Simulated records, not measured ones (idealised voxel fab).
A process module follows: voxel trench capacitor.
The cross-section on display is named cut; it measures 250 nm wide, and its cells are 5 nm squares.
Cross-section spec: square-cell grid; bands listed top down; each band is one or more rows. The entry gives the band's vertical extent as a top height and a bottom height in nm, then its horizontal make-up as materials from left to right, each with a width in nm. "empty" stands for empty space; a single material marked "everywhere" fills the band edge to edge. Counting heights begins at 0, where everything beneath is, in the wafer as received, one material. The lowest band has no bottom; it goes on downwards, as "0 nm and below" shows. Note: "30->40" means the width goes from the first number (top row of the band) to the second number (bottom row) in equal steps per row of cells. The cross-section has no changed cell in any step marked "nothing was modified". Enclosed voids (no open way to top), threshold 8 cells or more, entry "Closed-off voids", notation width x height at distance, distance from left edge, nm. Step line, after settings: the simulator's comment on this step. overlay nm: right-of-plan distance of the mask on a masked step; negative values mean left-of-plan.
[Here's what the planned process steps look like]
1. RECEIVE [material Si]
2. CONFORMAL_DEP [material SiN] [thk nm 10]
3. PATTERN [tone open] [mask id TRENCH] [material resist] [width nm 30] [pitch nm 55] [thk nm 15] [overlay nm 0]
4. DIRECTIONAL_ETCH [etch materials SiN] [depth nm 10]
5. DIRECTIONAL_ETCH [etch materials Si] [depth nm 40]
6. STRIP [etch materials resist]
7. CONFORMAL_DEP [material Al2O3] [thk nm 5]
8. CONFORMAL_DEP [material TiN] [thk nm 5]
9. FILL_DEP [material W] [thk nm 5]
10. CMP [height nm 10]
[Concerning the first of two wafers, which was run in accordance with the plan]
[Cross-sectional view of the wafer in its as-received condition, corresponding to the state after step 1]
* 0 nm and below: Si everywhere
* Closed-off voids: none
[Wafer section view after processing step 2]
* 10 nm to 0 nm: SiN everywhere
* All layers under 0 are left as they were.
[Wafer section view after processing step 3]
* 25 nm to 10 nm: 25 of resist  30 of empty  25 of resist  30 of empty  25 of resist  30 of empty  25 of resist  30 of empty  30 of resist
* All layers under 10 are left as they were.
[Wafer section view after processing step 4]
* 25 nm to 10 nm: 25 of resist  30 of empty  25 of resist  30 of empty  25 of resist  30 of empty  25 of resist  30 of empty  30 of resist
* 10 nm to 0 nm: 25 of SiN  30 of empty  25 of SiN  30 of empty  25 of SiN  30 of empty  25 of SiN  30 of empty  30 of SiN
* All layers under 0 are left as they were.
[Wafer section view after processing step 5]
* 25 nm to 10 nm: 25 of resist  30 of empty  25 of resist  30 of empty  25 of resist  30 of empty  25 of resist  30 of empty  30 of resist
* 10 nm to 0 nm: 25 of SiN  30 of empty  25 of SiN  30 of empty  25 of SiN  30 of empty  25 of SiN  30 of empty  30 of SiN
* 0 nm to -40 nm: 25 of Si  30 of empty  25 of Si  30 of empty  25 of Si  30 of empty  25 of Si  30 of empty  30 of Si
* All layers under -40 are left as they were.
[Wafer section view after processing step 6]
* 10 nm to 0 nm: 25 of SiN  30 of empty  25 of SiN  30 of empty  25 of SiN  30 of empty  25 of SiN  30 of empty  30 of SiN
* All layers under 0 are left as they were.
[Wafer section view after processing step 7]
* 15 nm to 10 nm: 30 of Al2O3  20 of empty  35 of Al2O3  20 of empty  35 of Al2O3  20 of empty  35 of Al2O3  20 of empty  35 of Al2O3
* 10 nm to 0 nm: 25 of SiN  5 of Al2O3  20 of empty  5 of Al2O3  25 of SiN  5 of Al2O3  20 of empty  5 of Al2O3  25 of SiN  5 of Al2O3  20 of empty  5 of Al2O3  25 of SiN  5 of Al2O3  20 of empty  5 of Al2O3  30 of SiN
* 0 nm to -35 nm: 25 of Si  5 of Al2O3  20 of empty  5 of Al2O3  25 of Si  5 of Al2O3  20 of empty  5 of Al2O3  25 of Si  5 of Al2O3  20 of empty  5 of Al2O3  25 of Si  5 of Al2O3  20 of empty  5 of Al2O3  30 of Si
* -35 nm to -40 nm: 25 of Si  30 of Al2O3  25 of Si  30 of Al2O3  25 of Si  30 of Al2O3  25 of Si  30 of Al2O3  30 of Si
* All layers under -40 are left as they were.
[Wafer section view after processing step 8]
* 20 nm to 15 nm: 35 of TiN  10 of empty  45 of TiN  10 of empty  45 of TiN  10 of empty  45 of TiN  10 of empty  40 of TiN
* 15 nm to 10 nm: 30 of Al2O3  5 of TiN  10 of empty  5 of TiN  35 of Al2O3  5 of TiN  10 of empty  5 of TiN  35 of Al2O3  5 of TiN  10 of empty  5 of TiN  35 of Al2O3  5 of TiN  10 of empty  5 of TiN  35 of Al2O3
* 10 nm to 0 nm: 25 of SiN  5 of Al2O3  5 of TiN  10 of empty  5 of TiN  5 of Al2O3  25 of SiN  5 of Al2O3  5 of TiN  10 of empty  5 of TiN  5 of Al2O3  25 of SiN  5 of Al2O3  5 of TiN  10 of empty  5 of TiN  5 of Al2O3  25 of SiN  5 of Al2O3  5 of TiN  10 of empty  5 of TiN  5 of Al2O3  30 of SiN
* 0 nm to -30 nm: 25 of Si  5 of Al2O3  5 of TiN  10 of empty  5 of TiN  5 of Al2O3  25 of Si  5 of Al2O3  5 of TiN  10 of empty  5 of TiN  5 of Al2O3  25 of Si  5 of Al2O3  5 of TiN  10 of empty  5 of TiN  5 of Al2O3  25 of Si  5 of Al2O3  5 of TiN  10 of empty  5 of TiN  5 of Al2O3  30 of Si
* -30 nm to -35 nm: 25 of Si  5 of Al2O3  20 of TiN  5 of Al2O3  25 of Si  5 of Al2O3  20 of TiN  5 of Al2O3  25 of Si  5 of Al2O3  20 of TiN  5 of Al2O3  25 of Si  5 of Al2O3  20 of TiN  5 of Al2O3  30 of Si
* All layers under -35 are left as they were.
[Wafer section view after processing step 9]
* 25 nm to 20 nm: W everywhere
* 20 nm to 15 nm: 35 of TiN  10 of W  45 of TiN  10 of W  45 of TiN  10 of W  45 of TiN  10 of W  40 of TiN
* 15 nm to 10 nm: 30 of Al2O3  5 of TiN  10 of W  5 of TiN  35 of Al2O3  5 of TiN  10 of W  5 of TiN  35 of Al2O3  5 of TiN  10 of W  5 of TiN  35 of Al2O3  5 of TiN  10 of W  5 of TiN  35 of Al2O3
* 10 nm to 0 nm: 25 of SiN  5 of Al2O3  5 of TiN  10 of W  5 of TiN  5 of Al2O3  25 of SiN  5 of Al2O3  5 of TiN  10 of W  5 of TiN  5 of Al2O3  25 of SiN  5 of Al2O3  5 of TiN  10 of W  5 of TiN  5 of Al2O3  25 of SiN  5 of Al2O3  5 of TiN  10 of W  5 of TiN  5 of Al2O3  30 of SiN
* 0 nm to -30 nm: 25 of Si  5 of Al2O3  5 of TiN  10 of W  5 of TiN  5 of Al2O3  25 of Si  5 of Al2O3  5 of TiN  10 of W  5 of TiN  5 of Al2O3  25 of Si  5 of Al2O3  5 of TiN  10 of W  5 of TiN  5 of Al2O3  25 of Si  5 of Al2O3  5 of TiN  10 of W  5 of TiN  5 of Al2O3  30 of Si
* All layers under -30 are left as they were.
[Wafer section view after processing step 10]
* 10 nm to 0 nm: 25 of SiN  5 of Al2O3  5 of TiN  10 of W  5 of TiN  5 of Al2O3  25 of SiN  5 of Al2O3  5 of TiN  10 of W  5 of TiN  5 of Al2O3  25 of SiN  5 of Al2O3  5 of TiN  10 of W  5 of TiN  5 of Al2O3  25 of SiN  5 of Al2O3  5 of TiN  10 of W  5 of TiN  5 of Al2O3  30 of SiN
* All layers under 0 are left as they were.
[Notes, second wafer: start = first wafer's, plan = first wafer's, execution had one mistake; history identical to first through step 2]
[Second wafer profile in section, at the moment step 3 of the plan was meant to be complete]
* 25 nm to 10 nm: 25 of resist  35 of empty  20 of resist  35 of empty  20 of resist  35 of empty  20 of resist  35 of empty  25 of resist
* All layers under 10 are left as they were.
[Second wafer profile in section, at the moment step 4 of the plan was meant to be complete]
* 25 nm to 10 nm: 25 of resist  35 of empty  20 of resist  35 of empty  20 of resist  35 of empty  20 of resist  35 of empty  25 of resist
* 10 nm to 0 nm: 25 of SiN  35 of empty  20 of SiN  35 of empty  20 of SiN  35 of empty  20 of SiN  35 of empty  25 of SiN
* All layers under 0 are left as they were.
[Second wafer profile in section, at the moment step 5 of the plan was meant to be complete]
* 25 nm to 10 nm: 25 of resist  35 of empty  20 of resist  35 of empty  20 of resist  35 of empty  20 of resist  35 of empty  25 of resist
* 10 nm to 0 nm: 25 of SiN  35 of empty  20 of SiN  35 of empty  20 of SiN  35 of empty  20 of SiN  35 of empty  25 of SiN
* 0 nm to -40 nm: 25 of Si  35 of empty  20 of Si  35 of empty  20 of Si  35 of empty  20 of Si  35 of empty  25 of Si
* All layers under -40 are left as they were.
[Second wafer profile in section, at the moment step 6 of the plan was meant to be complete]
* 10 nm to 0 nm: 25 of SiN  35 of empty  20 of SiN  35 of empty  20 of SiN  35 of empty  20 of SiN  35 of empty  25 of SiN
* All layers under 0 are left as they were.
[Second wafer profile in section, at the moment step 7 of the plan was meant to be complete]
* 15 nm to 10 nm: 30 of Al2O3  25 of empty  30 of Al2O3  25 of empty  30 of Al2O3  25 of empty  30 of Al2O3  25 of empty  30 of Al2O3
* 10 nm to 0 nm: 25 of SiN  5 of Al2O3  25 of empty  5 of Al2O3  20 of SiN  5 of Al2O3  25 of empty  5 of Al2O3  20 of SiN  5 of Al2O3  25 of empty  5 of Al2O3  20 of SiN  5 of Al2O3  25 of empty  5 of Al2O3  25 of SiN
* 0 nm to -35 nm: 25 of Si  5 of Al2O3  25 of empty  5 of Al2O3  20 of Si  5 of Al2O3  25 of empty  5 of Al2O3  20 of Si  5 of Al2O3  25 of empty  5 of Al2O3  20 of Si  5 of Al2O3  25 of empty  5 of Al2O3  25 of Si
* -35 nm to -40 nm: 25 of Si  35 of Al2O3  20 of Si  35 of Al2O3  20 of Si  35 of Al2O3  20 of Si  35 of Al2O3  25 of Si
* All layers under -40 are left as they were.
[Second wafer profile in section, at the moment step 8 of the plan was meant to be complete]
* 20 nm to 15 nm: 35 of TiN  15 of empty  40 of TiN  15 of empty  40 of TiN  15 of empty  40 of TiN  15 of empty  35 of TiN
* 15 nm to 10 nm: 30 of Al2O3  5 of TiN  15 of empty  5 of TiN  30 of Al2O3  5 of TiN  15 of empty  5 of TiN  30 of Al2O3  5 of TiN  15 of empty  5 of TiN  30 of Al2O3  5 of TiN  15 of empty  5 of TiN  30 of Al2O3
* 10 nm to 0 nm: 25 of SiN  5 of Al2O3  5 of TiN  15 of empty  5 of TiN  5 of Al2O3  20 of SiN  5 of Al2O3  5 of TiN  15 of empty  5 of TiN  5 of Al2O3  20 of SiN  5 of Al2O3  5 of TiN  15 of empty  5 of TiN  5 of Al2O3  20 of SiN  5 of Al2O3  5 of TiN  15 of empty  5 of TiN  5 of Al2O3  25 of SiN
* 0 nm to -30 nm: 25 of Si  5 of Al2O3  5 of TiN  15 of empty  5 of TiN  5 of Al2O3  20 of Si  5 of Al2O3  5 of TiN  15 of empty  5 of TiN  5 of Al2O3  20 of Si  5 of Al2O3  5 of TiN  15 of empty  5 of TiN  5 of Al2O3  20 of Si  5 of Al2O3  5 of TiN  15 of empty  5 of TiN  5 of Al2O3  25 of Si
* -30 nm to -35 nm: 25 of Si  5 of Al2O3  25 of TiN  5 of Al2O3  20 of Si  5 of Al2O3  25 of TiN  5 of Al2O3  20 of Si  5 of Al2O3  25 of TiN  5 of Al2O3  20 of Si  5 of Al2O3  25 of TiN  5 of Al2O3  25 of Si
* All layers under -35 are left as they were.
[Second wafer profile in section, at the moment step 9 of the plan was meant to be complete]
* 25 nm to 20 nm: W everywhere
* 20 nm to 15 nm: 35 of TiN  15 of W  40 of TiN  15 of W  40 of TiN  15 of W  40 of TiN  15 of W  35 of TiN
* 15 nm to 10 nm: 30 of Al2O3  5 of TiN  15 of W  5 of TiN  30 of Al2O3  5 of TiN  15 of W  5 of TiN  30 of Al2O3  5 of TiN  15 of W  5 of TiN  30 of Al2O3  5 of TiN  15 of W  5 of TiN  30 of Al2O3
* 10 nm to 0 nm: 25 of SiN  5 of Al2O3  5 of TiN  15 of W  5 of TiN  5 of Al2O3  20 of SiN  5 of Al2O3  5 of TiN  15 of W  5 of TiN  5 of Al2O3  20 of SiN  5 of Al2O3  5 of TiN  15 of W  5 of TiN  5 of Al2O3  20 of SiN  5 of Al2O3  5 of TiN  15 of W  5 of TiN  5 of Al2O3  25 of SiN
* 0 nm to -30 nm: 25 of Si  5 of Al2O3  5 of TiN  15 of W  5 of TiN  5 of Al2O3  20 of Si  5 of Al2O3  5 of TiN  15 of W  5 of TiN  5 of Al2O3  20 of Si  5 of Al2O3  5 of TiN  15 of W  5 of TiN  5 of Al2O3  20 of Si  5 of Al2O3  5 of TiN  15 of W  5 of TiN  5 of Al2O3  25 of Si
* All layers under -30 are left as they were.
[Second wafer profile in section, at the moment step 10 of the plan was meant to be complete]
* 10 nm to 0 nm: 25 of SiN  5 of Al2O3  5 of TiN  15 of W  5 of TiN  5 of Al2O3  20 of SiN  5 of Al2O3  5 of TiN  15 of W  5 of TiN  5 of Al2O3  20 of SiN  5 of Al2O3  5 of TiN  15 of W  5 of TiN  5 of Al2O3  20 of SiN  5 of Al2O3  5 of TiN  15 of W  5 of TiN  5 of Al2O3  25 of SiN
* All layers under 0 are left as they were.
Want to know what went wrong? in deviation from the planned setting, step 3 was conducted as PATTERN [tone open] [mask id TRENCH] [material resist] [width nm 35] [pitch nm 55] [thk nm 15] [overlay nm 0]
Upon completion, the second wafer contains, in terms of cells, a greater or smaller amount of certain materials than the first wafer: Al2O3 +4 | Si -32 | SiN -8 | TiN +4 | W +32
